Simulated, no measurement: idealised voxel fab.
Module name: voxel wiring stack (process module)
In the cross-section labelled cut, the width is 300 nm and each square cell is 5 nm.
For the purposes of this document, a cross-section shall be understood as a grid of square cells, specified as bands listed in top-to-bottom order, each band consisting of one or more rows of cells.
In this notation a band is specified by the heights of its top and bottom, in that order and in nm, after which its materials appear from left to right, each paired with its width in nm. The word "full width" attached to a single material means that material fills the band from edge to edge; the word "blank" stands for empty space.
Below 0: as-received wafer, all one material; heights counted from there. Lowest band: no bottom, goes on down, written "0..down".
A two-number width, for instance "30->40", indicates that the width is equal to the first number in the top row of the band and to the second number in the bottom row, and that it changes by a constant amount per row of cells.
"no change occurred" after a step means that no cell of the cross-section changed.
Closed empty spaces (no open way to the top) of 8 cells or more are what "closed voids" lists, each as width x height at distance from the left edge, nm for all three.
The remark found on a step's line after its settings is issued by the simulator itself and pertains to that step.
overlay nm: mask offset rightward from planned place, masked step; negative means leftward offset.
# The steps planned for the process are as follows
1) RECEIVE,material Si
2) CONFORMAL_DEP,material SiO2,thk nm 15
3) DIRECTIONAL_DEP,material TiN,thk nm 5
4) DIRECTIONAL_DEP,material W,thk nm 25
5) DIRECTIONAL_DEP,material aC,thk nm 15
6) PATTERN,tone cover,mask id METAL_1,material resist,width nm 30,pitch nm 50,thk nm 35,overlay nm 0
7) DIRECTIONAL_ETCH,etch materials aC,depth nm 15
8) STRIP,etch materials resist
9) DIRECTIONAL_ETCH,etch materials W,depth nm 25
10) DIRECTIONAL_ETCH,etch materials TiN,depth nm 5
11) STRIP,etch materials aC
12) CONFORMAL_DEP,material SiCN,thk nm 5
13) FILL_DEP,material lowk,thk nm 10
14) CMP,height nm 45
15) CONFORMAL_DEP,material SiCN,thk nm 5
16) DIRECTIONAL_DEP,material SiO2,thk nm 15
17) DIRECTIONAL_DEP,material aC,thk nm 10
18) PATTERN,tone open,mask id PLUG_1,material resist,width nm 15,pitch nm 50,thk nm 30,overlay nm 0
19) DIRECTIONAL_ETCH,etch materials aC,depth nm 10
20) STRIP,etch materials resist
21) DIRECTIONAL_ETCH,etch materials SiO2,depth nm 15
22) DIRECTIONAL_ETCH,etch materials SiCN,depth nm 5
23) STRIP,etch materials aC
24) EPI,material Ru,thk nm 10
25) EPI,material Ru,thk nm 10
26) DIRECTIONAL_DEP,material TiN,thk nm 5
27) DIRECTIONAL_DEP,material Ru,thk nm 15
28) PATTERN,tone cover,mask id METAL_2,material resist,width nm 30,pitch nm 50,thk nm 15,overlay nm 0
29) DIRECTIONAL_ETCH,etch materials Ru,depth nm 15
30) DIRECTIONAL_ETCH,etch materials TiN,depth nm 5
31) STRIP,etch materials resist
32) CONFORMAL_DEP,material SiN,thk nm 5
33) FILL_DEP,material lowk,thk nm 10
34) CMP,height nm 85
35) CONFORMAL_DEP,material SiN,thk nm 5
# Wafer as received: cross-section following step 1
0..down: Si full width
closed voids: none
# Figure: cross-sectional view of the wafer upon completion of the module, processed from the initial state and according to the plan depicted above, with one error introduced during execution
90..85: SiN full width
85..70: lowk: 80 / SiN: 5 / Ru: 30 / SiN: 5 / lowk: 10 / SiN: 5 / Ru: 30 / SiN: 5 / lowk: 10 / SiN: 5 / Ru: 30 / SiN: 5 / lowk: 80
70..65: SiN: 85 / TiN: 30 / SiN: 20 / TiN: 30 / SiN: 20 / TiN: 30 / SiN: 85
65..50: SiO2: 85 / Ru: 20 / SiO2: 30 / Ru: 20 / SiO2: 30 / Ru: 20 / SiO2: 95
50..45: SiCN: 85 / Ru: 20 / SiCN: 30 / Ru: 20 / SiCN: 30 / Ru: 20 / SiCN: 95
45..20: lowk: 80 / SiCN: 5 / W: 30 / SiCN: 5 / lowk: 10 / SiCN: 5 / W: 30 / SiCN: 5 / lowk: 10 / SiCN: 5 / W: 30 / SiCN: 5 / lowk: 80
20..15: SiCN: 85 / TiN: 30 / SiCN: 20 / TiN: 30 / SiCN: 20 / TiN: 30 / SiCN: 85
15..0: SiO2 full width
0..down: Si full width
closed voids: none
Which mistake was made when the wafer was run? step 18 ran as: PATTERN,tone open,mask id PLUG_1,material resist,width nm 20,pitch nm 50,thk nm 30,overlay nm 0
